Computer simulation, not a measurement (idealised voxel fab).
You're looking at the process module voxel gate over fins.
Pictured: cross-section cut, 240 nm wide, on a grid of 5 nm square cells.
This document writes a cross-section as a grid whose cells are square, and gives it as bands, listed from the top down; one or more rows of cells form a band. In this notation a band is specified by the heights of its top and bottom, in that order and in nm, after which its materials appear from left to right, each paired with its width in nm. The word "full width" attached to a single material means that material fills the band from edge to edge; the word "air" stands for empty space. We count height from 0. Below that, the starting wafer is all one material. The lowest band never ends at the bottom but goes on down; see "top 0, no bottom" for how that is written. Width spec "30..40" -> top row of cells at first value, bottom row at second value, equal per-row change in between. Step note "changes: none" = no cross-section cell changed. Any empty space of 8 cells or more lacking an open way to the top shows up in "Closed void catalog" as width x height at distance, distance from the left edge, in nm. Text after the settings on a step's line: the simulator's own remark on that step. On any step carrying a mask, the "overlay nm" setting, if present on the step's line, tells how far right of its planned place the mask lay; negative values point to the left.

[These are the steps we planned for the process]
- 1: RECEIVE with material Si
- 2: CONFORMAL_DEP with material SiN, thk nm 5
- 3: DIRECTIONAL_DEP with material aC, thk nm 15
- 4: PATTERN with tone cover, mask id FINS, material resist, width nm 15, pitch nm 50, thk nm 30, overlay nm 0
- 5: DIRECTIONAL_ETCH with etch materials aC, depth nm 15
- 6: STRIP with etch materials resist
- 7: DIRECTIONAL_ETCH with etch materials SiN, depth nm 5
- 8: DIRECTIONAL_ETCH with etch materials Si, depth nm 35
- 9: STRIP with etch materials aC
- 10: OXIDIZE with depth nm 5
- 11: FILL_DEP with material SiO2, thk nm 15
- 12: CMP with height nm 5
- 13: DIRECTIONAL_DEP with material aC, thk nm 10
- 14: PATTERN with tone open, mask id RAIL, material resist, width nm 15, thk nm 30, overlay nm 0
- 15: DIRECTIONAL_ETCH with etch materials aC, depth nm 10
- 16: STRIP with etch materials resist
- 17: DIRECTIONAL_ETCH with etch materials SiO2, depth nm 35
- 18: STRIP with etch materials aC
- 19: CONFORMAL_DEP with material TiN, thk nm 5
- 20: FILL_DEP with material W, thk nm 5
- 21: CMP with height nm 5
- 22: SELECTIVE_ETCH with etch materials W Ru TiN, depth nm 25
- 23: FILL_DEP with material SiO2, thk nm 5
- 24: CMP with height nm 5
- 25: SELECTIVE_ETCH with etch materials SiO2, depth nm 15
- 26: STRIP with etch materials SiN
- 27: CONFORMAL_DEP with material HfO2, thk nm 5
- 28: CONFORMAL_DEP with material TiN, thk nm 5
- 29: CONFORMAL_DEP with material TiAl, thk nm 5
- 30: CONFORMAL_DEP with material TiN, thk nm 5
- 31: FILL_DEP with material W, thk nm 15
- 32: CMP with height nm 30
- 33: CONFORMAL_DEP with material SiN, thk nm 10

[First of two wafers - as planned]

[Cross-section of the wafer as it came to us, i.e., already through step 1]
    top 0, no bottom  Si full width
    Closed void catalog: none

[Take a look at the wafer's cross-section after step 2]
    top 5, bottom 0  SiN full width
    Below 0, the layers are the same as they were.

[Take a look at the wafer's cross-section after step 3]
    top 20, bottom 5  aC full width
    Below 5, the layers are the same as they were.

[Take a look at the wafer's cross-section after step 4]
    top 50, bottom 20  air: 85, resist: 15, air: 35, resist: 15, air: 90
    Below 20, the layers are the same as they were.

[Take a look at the wafer's cross-section after step 5]
    top 35, bottom 20  air: 85, resist: 15, air: 35, resist: 15, air: 90
    top 20, bottom 5  air: 85, aC: 15, air: 35, aC: 15, air: 90
    Below 5, the layers are the same as they were.

[Take a look at the wafer's cross-section after step 6]
    top 20, bottom 5  air: 85, aC: 15, air: 35, aC: 15, air: 90
    Below 5, the layers are the same as they were.

[Take a look at the wafer's cross-section after step 7]
    top 20, bottom 5  air: 85, aC: 15, air: 35, aC: 15, air: 90
    top 5, bottom 0  air: 85, SiN: 15, air: 35, SiN: 15, air: 90
    Below 0, the layers are the same as they were.

[Take a look at the wafer's cross-section after step 8]
    top 20, bottom 5  air: 85, aC: 15, air: 35, aC: 15, air: 90
    top 5, bottom 0  air: 85, SiN: 15, air: 35, SiN: 15, air: 90
    top 0, bottom -35  air: 85, Si: 15, air: 35, Si: 15, air: 90
    Below -35, the layers are the same as they were.

[Take a look at the wafer's cross-section after step 9]
    top 5, bottom 0  air: 85, SiN: 15, air: 35, SiN: 15, air: 90
    Below 0, the layers are the same as they were.

[Take a look at the wafer's cross-section after step 10]
    top 5, bottom 0  air: 85, SiN: 15, air: 35, SiN: 15, air: 90
    top 0, bottom -35  air: 85, SiO2: 5, Si: 5, SiO2: 5, air: 35, SiO2: 5, Si: 5, SiO2: 5, air: 90
    top -35, bottom -40  SiO2: 90, Si: 5, SiO2: 45, Si: 5, SiO2: 95
    Below -40, the layers are the same as they were.

[Take a look at the wafer's cross-section after step 11]
    top 20, bottom 5  SiO2 full width
    top 5, bottom 0  SiO2: 85, SiN: 15, SiO2: 35, SiN: 15, SiO2: 90
    top 0, bottom -40  SiO2: 90, Si: 5, SiO2: 45, Si: 5, SiO2: 95
    Below -40, the layers are the same as they were.

[Take a look at the wafer's cross-section after step 12]
    top 5, bottom 0  SiO2: 85, SiN: 15, SiO2: 35, SiN: 15, SiO2: 90
    Below 0, the layers are the same as they were.

[Take a look at the wafer's cross-section after step 13]
    top 15, bottom 5  aC full width
    Below 5, the layers are the same as they were.

[Take a look at the wafer's cross-section after step 14]
    top 45, bottom 15  resist: 110, air: 15, resist: 115
    Below 15, the layers are the same as they were.

[Take a look at the wafer's cross-section after step 15]
    top 35, bottom 15  resist: 110, air: 15, resist: 115
    top 15, bottom 5  aC: 110, air: 15, aC: 115
    Below 5, the layers are the same as they were.

[Take a look at the wafer's cross-section after step 16]
    top 15, bottom 5  aC: 110, air: 15, aC: 115
    Below 5, the layers are the same as they were.

[Take a look at the wafer's cross-section after step 17]
    top 15, bottom 5  aC: 110, air: 15, aC: 115
    top 5, bottom 0  SiO2: 85, SiN: 15, SiO2: 10, air: 15, SiO2: 10, SiN: 15, SiO2: 90
    top 0, bottom -30  SiO2: 90, Si: 5, SiO2: 15, air: 15, SiO2: 15, Si: 5, SiO2: 95
    Below -30, the layers are the same as they were.

[Take a look at the wafer's cross-section after step 18]
    top 5, bottom 0  SiO2: 85, SiN: 15, SiO2: 10, air: 15, SiO2: 10, SiN: 15, SiO2: 90
    Below 0, the layers are the same as they were.

[Take a look at the wafer's cross-section after step 19]
    top 10, bottom 5  TiN: 115, air: 5, TiN: 120
    top 5, bottom 0  SiO2: 85, SiN: 15, SiO2: 10, TiN: 5, air: 5, TiN: 5, SiO2: 10, SiN: 15, SiO2: 90
    top 0, bottom -25  SiO2: 90, Si: 5, SiO2: 15, TiN: 5, air: 5, TiN: 5, SiO2: 15, Si: 5, SiO2: 95
    top -25, bottom -30  SiO2: 90, Si: 5, SiO2: 15, TiN: 15, SiO2: 15, Si: 5, SiO2: 95
    Below -30, the layers are the same as they were.

[Take a look at the wafer's cross-section after step 20]
    top 15, bottom 10  W full width
    top 10, bottom 5  TiN: 115, W: 5, TiN: 120
    top 5, bottom 0  SiO2: 85, SiN: 15, SiO2: 10, TiN: 5, W: 5, TiN: 5, SiO2: 10, SiN: 15, SiO2: 90
    top 0, bottom -25  SiO2: 90, Si: 5, SiO2: 15, TiN: 5, W: 5, TiN: 5, SiO2: 15, Si: 5, SiO2: 95
    Below -25, the layers are the same as they were.

[Take a look at the wafer's cross-section after step 21]
    top 5, bottom 0  SiO2: 85, SiN: 15, SiO2: 10, TiN: 5, W: 5, TiN: 5, SiO2: 10, SiN: 15, SiO2: 90
    Below 0, the layers are the same as they were.

[Take a look at the wafer's cross-section after step 22]
    top 5, bottom 0  SiO2: 85, SiN: 15, SiO2: 10, air: 15, SiO2: 10, SiN: 15, SiO2: 90
    top 0, bottom -20  SiO2: 90, Si: 5, SiO2: 15, air: 15, SiO2: 15, Si: 5, SiO2: 95
    Below -20, the layers are the same as they were.

[Take a look at the wafer's cross-section after step 23]
    top 10, bottom 5  SiO2 full width
    top 5, bottom 0  SiO2: 85, SiN: 15, SiO2: 35, SiN: 15, SiO2: 90
    top 0, bottom -20  SiO2: 90, Si: 5, SiO2: 45, Si: 5, SiO2: 95
    Below -20, the layers are the same as they were.

[Take a look at the wafer's cross-section after step 24]
    top 5, bottom 0  SiO2: 85, SiN: 15, SiO2: 35, SiN: 15, SiO2: 90
    Below 0, the layers are the same as they were.

[Take a look at the wafer's cross-section after step 25]
    top 5, bottom 0  air: 85, SiN: 15, air: 35, SiN: 15, air: 90
    top 0, bottom -10  air: 90, Si: 5, air: 45, Si: 5, air: 95
    Below -10, the layers are the same as they were.

[Take a look at the wafer's cross-section after step 26]
    top 0, bottom -10  air: 90, Si: 5, air: 45, Si: 5, air: 95
    Below -10, the layers are the same as they were.

[Take a look at the wafer's cross-section after step 27]
    top 5, bottom 0  air: 85, HfO2: 15, air: 35, HfO2: 15, air: 90
    top 0, bottom -5  air: 85, HfO2: 5, Si: 5, HfO2: 5, air: 35, HfO2: 5, Si: 5, HfO2: 5, air: 90
    top -5, bottom -10  HfO2: 90, Si: 5, HfO2: 45, Si: 5, HfO2: 95
    Below -10, the layers are the same as they were.

[Take a look at the wafer's cross-section after step 28]
    top 10, bottom 5  air: 80, TiN: 25, air: 25, TiN: 25, air: 85
    top 5, bottom 0  air: 80, TiN: 5, HfO2: 15, TiN: 5, air: 25, TiN: 5, HfO2: 15, TiN: 5, air: 85
    top 0, bottom -5  TiN: 85, HfO2: 5, Si: 5, HfO2: 5, TiN: 35, HfO2: 5, Si: 5, HfO2: 5, TiN: 90
    Below -5, the layers are the same as they were.

[Take a look at the wafer's cross-section after step 29]
    top 15, bottom 10  air: 75, TiAl: 35, air: 15, TiAl: 35, air: 80
    top 10, bottom 5  air: 75, TiAl: 5, TiN: 25, TiAl: 5, air: 15, TiAl: 5, TiN: 25, TiAl: 5, air: 80
    top 5, bottom 0  TiAl: 80, TiN: 5, HfO2: 15, TiN: 5, TiAl: 25, TiN: 5, HfO2: 15, TiN: 5, TiAl: 85
    Below 0, the layers are the same as they were.

[Take a look at the wafer's cross-section after step 30]
    top 20, bottom 15  air: 70, TiN: 45, air: 5, TiN: 45, air: 75
    top 15, bottom 10  air: 70, TiN: 5, TiAl: 35, TiN: 5, air: 5, TiN: 5, TiAl: 35, TiN: 5, air: 75
    top 10, bottom 5  TiN: 75, TiAl: 5, TiN: 25, TiAl: 5, TiN: 15, TiAl: 5, TiN: 25, TiAl: 5, TiN: 80
    Below 5, the layers are the same as they were.

[Take a look at the wafer's cross-section after step 31]
    top 35, bottom 20  W full width
    top 20, bottom 15  W: 70, TiN: 45, W: 5, TiN: 45, W: 75
    top 15, bottom 10  W: 70, TiN: 5, TiAl: 35, TiN: 5, W: 5, TiN: 5, TiAl: 35, TiN: 5, W: 75
    Below 10, the layers are the same as they were.

[Take a look at the wafer's cross-section after step 32]
    top 30, bottom 20  W full width
    Below 20, the layers are the same as they were.

[Take a look at the wafer's cross-section after step 33]
    top 40, bottom 30  SiN full width
    Below 30, the layers are the same as they were.

[Second wafer, same starting state and plan as the first, one mistake in the run, identical through step 24]

[Look at the second wafer in cross-section at the time step 25 ought to have finished]
    top 5, bottom 0  air: 85, SiN: 15, air: 35, SiN: 15, air: 90
    top 0, bottom -20  air: 90, Si: 5, air: 45, Si: 5, air: 95
    top -20, bottom -25  air: 90, Si: 5, air: 15, TiN: 5, W: 5, TiN: 5, air: 15, Si: 5, air: 95
    Below -25, the layers are the same as they were.

[Look at the second wafer in cross-section at the time step 26 ought to have finished]
    top 0, bottom -20  air: 90, Si: 5, air: 45, Si: 5, air: 95
    Below -20, the layers are the same as they were.

[Look at the second wafer in cross-section at the time step 27 ought to have finished]
    top 5, bottom 0  air: 85, HfO2: 15, air: 35, HfO2: 15, air: 90
    top 0, bottom -15  air: 85, HfO2: 5, Si: 5, HfO2: 5, air: 35, HfO2: 5, Si: 5, HfO2: 5, air: 90
    top -15, bottom -20  air: 85, HfO2: 5, Si: 5, HfO2: 5, air: 5, HfO2: 25, air: 5, HfO2: 5, Si: 5, HfO2: 5, air: 90
    top -20, bottom -25  HfO2: 90, Si: 5, HfO2: 15, TiN: 5, W: 5, TiN: 5, HfO2: 15, Si: 5, HfO2: 95
    Below -25, the layers are the same as they were.

[Look at the second wafer in cross-section at the time step 28 ought to have finished]
    top 10, bottom 5  air: 80, TiN: 25, air: 25, TiN: 25, air: 85
    top 5, bottom 0  air: 80, TiN: 5, HfO2: 15, TiN: 5, air: 25, TiN: 5, HfO2: 15, TiN: 5, air: 85
    top 0, bottom -10  air: 80, TiN: 5, HfO2: 5, Si: 5, HfO2: 5, TiN: 5, air: 25, TiN: 5, HfO2: 5, Si: 5, HfO2: 5, TiN: 5, air: 85
    top -10, bottom -15  air: 80, TiN: 5, HfO2: 5, Si: 5, HfO2: 5, TiN: 35, HfO2: 5, Si: 5, HfO2: 5, TiN: 5, air: 85
    top -15, bottom -20  TiN: 85, HfO2: 5, Si: 5, HfO2: 5, TiN: 5, HfO2: 25, TiN: 5, HfO2: 5, Si: 5, HfO2: 5, TiN: 90
    Below -20, the layers are the same as they were.

[Look at the second wafer in cross-section at the time step 29 ought to have finished]
    top 15, bottom 10  air: 75, TiAl: 35, air: 15, TiAl: 35, air: 80
    top 10, bottom 5  air: 75, TiAl: 5, TiN: 25, TiAl: 5, air: 15, TiAl: 5, TiN: 25, TiAl: 5, air: 80
    top 5, bottom 0  air: 75, TiAl: 5, TiN: 5, HfO2: 15, TiN: 5, TiAl: 5, air: 15, TiAl: 5, TiN: 5, HfO2: 15, TiN: 5, TiAl: 5, air: 80
    top 0, bottom -5  air: 75, TiAl: 5, TiN: 5, HfO2: 5, Si: 5, HfO2: 5, TiN: 5, TiAl: 5, air: 15, TiAl: 5, TiN: 5, HfO2: 5, Si: 5, HfO2: 5, TiN: 5, TiAl: 5, air: 80
    top -5, bottom -10  air: 75, TiAl: 5, TiN: 5, HfO2: 5, Si: 5, HfO2: 5, TiN: 5, TiAl: 25, TiN: 5, HfO2: 5, Si: 5, HfO2: 5, TiN: 5, TiAl: 5, air: 80
    top -10, bottom -15  TiAl: 80, TiN: 5, HfO2: 5, Si: 5, HfO2: 5, TiN: 35, HfO2: 5, Si: 5, HfO2: 5, TiN: 5, TiAl: 85
    Below -15, the layers are the same as they were.

[Look at the second wafer in cross-section at the time step 30 ought to have finished]
    top 20, bottom 15  air: 70, TiN: 45, air: 5, TiN: 45, air: 75
    top 15, bottom 10  air: 70, TiN: 5, TiAl: 35, TiN: 5, air: 5, TiN: 5, TiAl: 35, TiN: 5, air: 75
    top 10, bottom 5  air: 70, TiN: 5, TiAl: 5, TiN: 25, TiAl: 5, TiN: 5, air: 5, TiN: 5, TiAl: 5, TiN: 25, TiAl: 5, TiN: 5, air: 75
    top 5, bottom 0  air: 70, TiN: 5, TiAl: 5, TiN: 5, HfO2: 15, TiN: 5, TiAl: 5, TiN: 5, air: 5, TiN: 5, TiAl: 5, TiN: 5, HfO2: 15, TiN: 5, TiAl: 5, TiN: 5, air: 75
    top 0, bottom -5  air: 70, TiN: 5, TiAl: 5, TiN: 5, HfO2: 5, Si: 5, HfO2: 5, TiN: 5, TiAl: 5, TiN: 15, TiAl: 5, TiN: 5, HfO2: 5, Si: 5, HfO2: 5, TiN: 5, TiAl: 5, TiN: 5, air: 75
    top -5, bottom -10  TiN: 75, TiAl: 5, TiN: 5, HfO2: 5, Si: 5, HfO2: 5, TiN: 5, TiAl: 25, TiN: 5, HfO2: 5, Si: 5, HfO2: 5, TiN: 5, TiAl: 5, TiN: 80
    Below -10, the layers are the same as they were.

[Look at the second wafer in cross-section at the time step 31 ought to have finished]
    top 35, bottom 20  W full width
    top 20, bottom 15  W: 70, TiN: 45, W: 5, TiN: 45, W: 75
    top 15, bottom 10  W: 70, TiN: 5, TiAl: 35, TiN: 5, W: 5, TiN: 5, TiAl: 35, TiN: 5, W: 75
    top 10, bottom 5  W: 70, TiN: 5, TiAl: 5, TiN: 25, TiAl: 5, TiN: 5, W: 5, TiN: 5, TiAl: 5, TiN: 25, TiAl: 5, TiN: 5, W: 75
    top 5, bottom 0  W: 70, TiN: 5, TiAl: 5, TiN: 5, HfO2: 15, TiN: 5, TiAl: 5, TiN: 5, W: 5, TiN: 5, TiAl: 5, TiN: 5, HfO2: 15, TiN: 5, TiAl: 5, TiN: 5, W: 75
    top 0, bottom -5  W: 70, TiN: 5, TiAl: 5, TiN: 5, HfO2: 5, Si: 5, HfO2: 5, TiN: 5, TiAl: 5, TiN: 15, TiAl: 5, TiN: 5, HfO2: 5, Si: 5, HfO2: 5, TiN: 5, TiAl: 5, TiN: 5, W: 75
    Below -5, the layers are the same as they were.

[Look at the second wafer in cross-section at the time step 32 ought to have finished]
    top 30, bottom 20  W full width
    Below 20, the layers are the same as they were.

[Look at the second wafer in cross-section at the time step 33 ought to have finished]
    top 40, bottom 30  SiN full width
    Below 30, the layers are the same as they were.
Processing error: plan step 25 was twice executed
At the finish, the second wafer shows more or fewer cells for some materials than the first does: HfO2: 14 more; SiO2: 135 fewer; TiAl: 10 more; TiN: 22 more; W: 89 more
